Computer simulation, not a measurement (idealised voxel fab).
Process module under the name voxel fin reveal
Shown is cross-section cut, with a width of 235 nm and square cells of size 5 nm.
Throughout this document, each cross-section is represented as a grid of square cells and is presented as a sequence of bands enumerated from the top downward, where a band comprises one or more rows of cells.
A band entry consists of two parts. The first gives the height of the band's top and the height of its bottom, in nm. The rest lists the band's materials from left to right, each with its width in nm. A single material labelled with the word "full width" fills the band from edge to edge, and the word "blank" marks empty space.
Heights are expressed relative to 0, this being the level below which the as-received wafer comprises one material exclusively. The lowest band is unbounded in the downward direction and is denoted as in "0 and below".
When a width is written as two numbers, as in "30->40", the first number is the width in the top row of cells of the band and the second is the width in its bottom row, and the width changes by the same amount from each row to the next.
"everything unchanged", as given for a step, is the statement that not any cell of the cross-section underwent a change during that step.
You'll see "Enclosed void list" listing empty spaces that have no way open to the top, as long as they're 8 cells or more; the notation is width x height at distance, where the distance is from the left edge, and all of it is in nm.
Post-settings text on a step line: simulator's own remark regarding the step.
The line of a step may include "overlay nm". On a step with a mask, this value is how far to the right of its planned place the mask lay. A negative value means the mask lay to the left.
### Steps in the process plan
| 1 | RECEIVE [material Si] |
| 2 | CONFORMAL_DEP [material SiN] [thk nm 5] |
| 3 | PATTERN [tone cover] [mask id FINS] [material resist] [width nm 15] [pitch nm 40] [thk nm 20] [overlay nm 0] |
| 4 | DIRECTIONAL_ETCH [etch materials SiN] [depth nm 5] |
| 5 | DIRECTIONAL_ETCH [etch materials Si] [depth nm 35] |
| 6 | STRIP [etch materials resist] |
| 7 | OXIDIZE [depth nm 5] |
| 8 | FILL_DEP [material SiO2] [thk nm 5] |
| 9 | CMP [height nm 5] |
| 10 | SELECTIVE_ETCH [etch materials SiO2] [depth nm 15] |
| 11 | STRIP [etch materials SiN] |
| 12 | CONFORMAL_DEP [material SiO2] [thk nm 5] |
### First of the two wafers, run per plan
### As received (post step 1): cross-section
	0 and below = Si full width
	Enclosed void list: none
### Sectional view: wafer, after step 2
	5 down to 0 = SiN full width
	Below a height of 0, the structure has not been altered.
### Sectional view: wafer, after step 3
	25 down to 5 = blank (50)  resist (15)  blank (25)  resist (15)  blank (25)  resist (15)  blank (25)  resist (15)  blank (50)
	Below a height of 5, the structure has not been altered.
### Sectional view: wafer, after step 4
	25 down to 5 = blank (50)  resist (15)  blank (25)  resist (15)  blank (25)  resist (15)  blank (25)  resist (15)  blank (50)
	5 down to 0 = blank (50)  SiN (15)  blank (25)  SiN (15)  blank (25)  SiN (15)  blank (25)  SiN (15)  blank (50)
	Below a height of 0, the structure has not been altered.
### Sectional view: wafer, after step 5
	25 down to 5 = blank (50)  resist (15)  blank (25)  resist (15)  blank (25)  resist (15)  blank (25)  resist (15)  blank (50)
	5 down to 0 = blank (50)  SiN (15)  blank (25)  SiN (15)  blank (25)  SiN (15)  blank (25)  SiN (15)  blank (50)
	0 down to -35 = blank (50)  Si (15)  blank (25)  Si (15)  blank (25)  Si (15)  blank (25)  Si (15)  blank (50)
	Below a height of -35, the structure has not been altered.
### Sectional view: wafer, after step 6
	5 down to 0 = blank (50)  SiN (15)  blank (25)  SiN (15)  blank (25)  SiN (15)  blank (25)  SiN (15)  blank (50)
	Below a height of 0, the structure has not been altered.
### Sectional view: wafer, after step 7
	5 down to 0 = blank (50)  SiN (15)  blank (25)  SiN (15)  blank (25)  SiN (15)  blank (25)  SiN (15)  blank (50)
	0 down to -35 = blank (50)  SiO2 (5)  Si (5)  SiO2 (5)  blank (25)  SiO2 (5)  Si (5)  SiO2 (5)  blank (25)  SiO2 (5)  Si (5)  SiO2 (5)  blank (25)  SiO2 (5)  Si (5)  SiO2 (5)  blank (50)
	-35 down to -40 = SiO2 (55)  Si (5)  SiO2 (35)  Si (5)  SiO2 (35)  Si (5)  SiO2 (35)  Si (5)  SiO2 (55)
	Below a height of -40, the structure has not been altered.
### Sectional view: wafer, after step 8
	10 down to 5 = SiO2 full width
	5 down to 0 = SiO2 (50)  SiN (15)  SiO2 (25)  SiN (15)  SiO2 (25)  SiN (15)  SiO2 (25)  SiN (15)  SiO2 (50)
	0 down to -40 = SiO2 (55)  Si (5)  SiO2 (35)  Si (5)  SiO2 (35)  Si (5)  SiO2 (35)  Si (5)  SiO2 (55)
	Below a height of -40, the structure has not been altered.
### Sectional view: wafer, after step 9
	5 down to 0 = SiO2 (50)  SiN (15)  SiO2 (25)  SiN (15)  SiO2 (25)  SiN (15)  SiO2 (25)  SiN (15)  SiO2 (50)
	Below a height of 0, the structure has not been altered.
### Sectional view: wafer, after step 10
	5 down to 0 = blank (50)  SiN (15)  blank (25)  SiN (15)  blank (25)  SiN (15)  blank (25)  SiN (15)  blank (50)
	0 down to -10 = blank (55)  Si (5)  blank (35)  Si (5)  blank (35)  Si (5)  blank (35)  Si (5)  blank (55)
	Below a height of -10, the structure has not been altered.
### Sectional view: wafer, after step 11
	0 down to -10 = blank (55)  Si (5)  blank (35)  Si (5)  blank (35)  Si (5)  blank (35)  Si (5)  blank (55)
	Below a height of -10, the structure has not been altered.
### Sectional view: wafer, after step 12
	5 down to 0 = blank (50)  SiO2 (15)  blank (25)  SiO2 (15)  blank (25)  SiO2 (15)  blank (25)  SiO2 (15)  blank (50)
	0 down to -5 = blank (50)  SiO2 (5)  Si (5)  SiO2 (5)  blank (25)  SiO2 (5)  Si (5)  SiO2 (5)  blank (25)  SiO2 (5)  Si (5)  SiO2 (5)  blank (25)  SiO2 (5)  Si (5)  SiO2 (5)  blank (50)
	-5 down to -40 = SiO2 (55)  Si (5)  SiO2 (35)  Si (5)  SiO2 (35)  Si (5)  SiO2 (35)  Si (5)  SiO2 (55)
	Below a height of -40, the structure has not been altered.
### Wafer two of the pair: same origin, same plan, one error during the run; identical to wafer one up to and including step 2
### At the planned end of step 3, the second wafer in cross-section
	25 down to 5 = resist (50)  blank (15)  resist (25)  blank (15)  resist (25)  blank (15)  resist (25)  blank (15)  resist (50)
	Below a height of 5, the structure has not been altered.
### At the planned end of step 4, the second wafer in cross-section
	25 down to 5 = resist (50)  blank (15)  resist (25)  blank (15)  resist (25)  blank (15)  resist (25)  blank (15)  resist (50)
	5 down to 0 = SiN (50)  blank (15)  SiN (25)  blank (15)  SiN (25)  blank (15)  SiN (25)  blank (15)  SiN (50)
	Below a height of 0, the structure has not been altered.
### At the planned end of step 5, the second wafer in cross-section
	25 down to 5 = resist (50)  blank (15)  resist (25)  blank (15)  resist (25)  blank (15)  resist (25)  blank (15)  resist (50)
	5 down to 0 = SiN (50)  blank (15)  SiN (25)  blank (15)  SiN (25)  blank (15)  SiN (25)  blank (15)  SiN (50)
	0 down to -35 = Si (50)  blank (15)  Si (25)  blank (15)  Si (25)  blank (15)  Si (25)  blank (15)  Si (50)
	Below a height of -35, the structure has not been altered.
### At the planned end of step 6, the second wafer in cross-section
	5 down to 0 = SiN (50)  blank (15)  SiN (25)  blank (15)  SiN (25)  blank (15)  SiN (25)  blank (15)  SiN (50)
	Below a height of 0, the structure has not been altered.
### At the planned end of step 7, the second wafer in cross-section
	5 down to 0 = SiN (50)  blank (15)  SiN (25)  blank (15)  SiN (25)  blank (15)  SiN (25)  blank (15)  SiN (50)
	0 down to -35 = Si (45)  SiO2 (5)  blank (15)  SiO2 (5)  Si (15)  SiO2 (5)  blank (15)  SiO2 (5)  Si (15)  SiO2 (5)  blank (15)  SiO2 (5)  Si (15)  SiO2 (5)  blank (15)  SiO2 (5)  Si (45)
	-35 down to -40 = Si (45)  SiO2 (25)  Si (15)  SiO2 (25)  Si (15)  SiO2 (25)  Si (15)  SiO2 (25)  Si (45)
	Below a height of -40, the structure has not been altered.
### At the planned end of step 8, the second wafer in cross-section
	10 down to 5 = SiO2 full width
	5 down to 0 = SiN (50)  SiO2 (15)  SiN (25)  SiO2 (15)  SiN (25)  SiO2 (15)  SiN (25)  SiO2 (15)  SiN (50)
	0 down to -40 = Si (45)  SiO2 (25)  Si (15)  SiO2 (25)  Si (15)  SiO2 (25)  Si (15)  SiO2 (25)  Si (45)
	Below a height of -40, the structure has not been altered.
### At the planned end of step 9, the second wafer in cross-section
	5 down to 0 = SiN (50)  SiO2 (15)  SiN (25)  SiO2 (15)  SiN (25)  SiO2 (15)  SiN (25)  SiO2 (15)  SiN (50)
	Below a height of 0, the structure has not been altered.
### At the planned end of step 10, the second wafer in cross-section
	5 down to 0 = SiN (50)  blank (15)  SiN (25)  blank (15)  SiN (25)  blank (15)  SiN (25)  blank (15)  SiN (50)
	0 down to -10 = Si (45)  blank (25)  Si (15)  blank (25)  Si (15)  blank (25)  Si (15)  blank (25)  Si (45)
	Below a height of -10, the structure has not been altered.
### At the planned end of step 11, the second wafer in cross-section
	0 down to -10 = Si (45)  blank (25)  Si (15)  blank (25)  Si (15)  blank (25)  Si (15)  blank (25)  Si (45)
	Below a height of -10, the structure has not been altered.
### At the planned end of step 12, the second wafer in cross-section
	5 down to 0 = SiO2 (50)  blank (15)  SiO2 (25)  blank (15)  SiO2 (25)  blank (15)  SiO2 (25)  blank (15)  SiO2 (50)
	0 down to -5 = Si (45)  SiO2 (5)  blank (15)  SiO2 (5)  Si (15)  SiO2 (5)  blank (15)  SiO2 (5)  Si (15)  SiO2 (5)  blank (15)  SiO2 (5)  Si (15)  SiO2 (5)  blank (15)  SiO2 (5)  Si (45)
	-5 down to -40 = Si (45)  SiO2 (25)  Si (15)  SiO2 (25)  Si (15)  SiO2 (25)  Si (15)  SiO2 (25)  Si (45)
	Below a height of -40, the structure has not been altered.
Deviation noted in wafer processing: step 3 deviated from plan and actually ran as PATTERN [tone open] [mask id FINS] [material resist] [width nm 15] [pitch nm 40] [thk nm 20] [overlay nm 0]
Counted in cells at the end, the second wafer holds more or fewer of these materials than the first: 184 more of Si, 138 fewer of SiO2
